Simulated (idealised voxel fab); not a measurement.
This is a process module. Its name is voxel double patterning.
Section shown: cut. Width: 175 nm. Cell size: 5 nm, square.
Just so we're on the same page, the cross-sections are grids of square cells, and they're listed out in bands top to bottom, each band one or more rows deep. Heads up on the band format: heights come first, top then bottom, in nm. After that it's the materials left to right, each with its width in nm. A single material flagged "everywhere" fills the whole band edge to edge, and "empty" means there's empty space there. Height is counted from the level 0, under which the received wafer is composed throughout of one material. The lowest of the bands is not closed at the bottom but continues downward, in the notation "0..down". You'd read "30 to 40" like this: the band's top row of cells is as wide as the first number, its bottom row is as wide as the second, and going down, every row changes width by the same amount as the row before did. The designation "left unchanged", where it is given for a processing step, indicates that no cell of the cross-section was altered in the course of that step. In "Enclosed void list" the enclosed voids are listed, meaning empty spaces of 8 cells or larger without any opening to the top. The form is width x height at distance, distance from the left edge, units nm. Whatever follows a step's settings on its line is a remark the simulator itself makes about that step. What "overlay nm" on a step's line means: if the step has a mask, that mask lay this far to the right of its planned place, or, when the value is negative, to the left.
So here's the lineup of process steps we planned
- 1: RECEIVE | material Si
- 2: CONFORMAL_DEP | material SiN | thk nm 10
- 3: DIRECTIONAL_DEP | material SiO2 | thk nm 10
- 4: DIRECTIONAL_DEP | material SiCN | thk nm 5
- 5: DIRECTIONAL_DEP | material aC | thk nm 10
- 6: PATTERN | tone open | mask id FIRST | material resist | width nm 15 | pitch nm 50 | thk nm 30 | overlay nm 0
- 7: DIRECTIONAL_ETCH | etch materials aC | depth nm 10
- 8: STRIP | etch materials resist
- 9: DIRECTIONAL_ETCH | etch materials SiCN | depth nm 5
- 10: STRIP | etch materials aC
- 11: MASKED_ETCH | tone open | mask id SECOND | width nm 15 | etch materials SiCN | depth nm 5 | overlay nm 0
- 12: DIRECTIONAL_ETCH | etch materials SiO2 | depth nm 10
- 13: STRIP | etch materials SiCN
as received, after step 1
	0..down | Si everywhere
	Enclosed void list: none
Result of the module, cross-sectioned: start per above, plan per above, one error in how it was run
	20..10 | SiN everywhere
	10..0 | SiO2 everywhere
	0..down | Si everywhere
	Enclosed void list: none
What broke from the plan during processing? steps 2 and 3 of the plan were each performed in the slot designated for the other
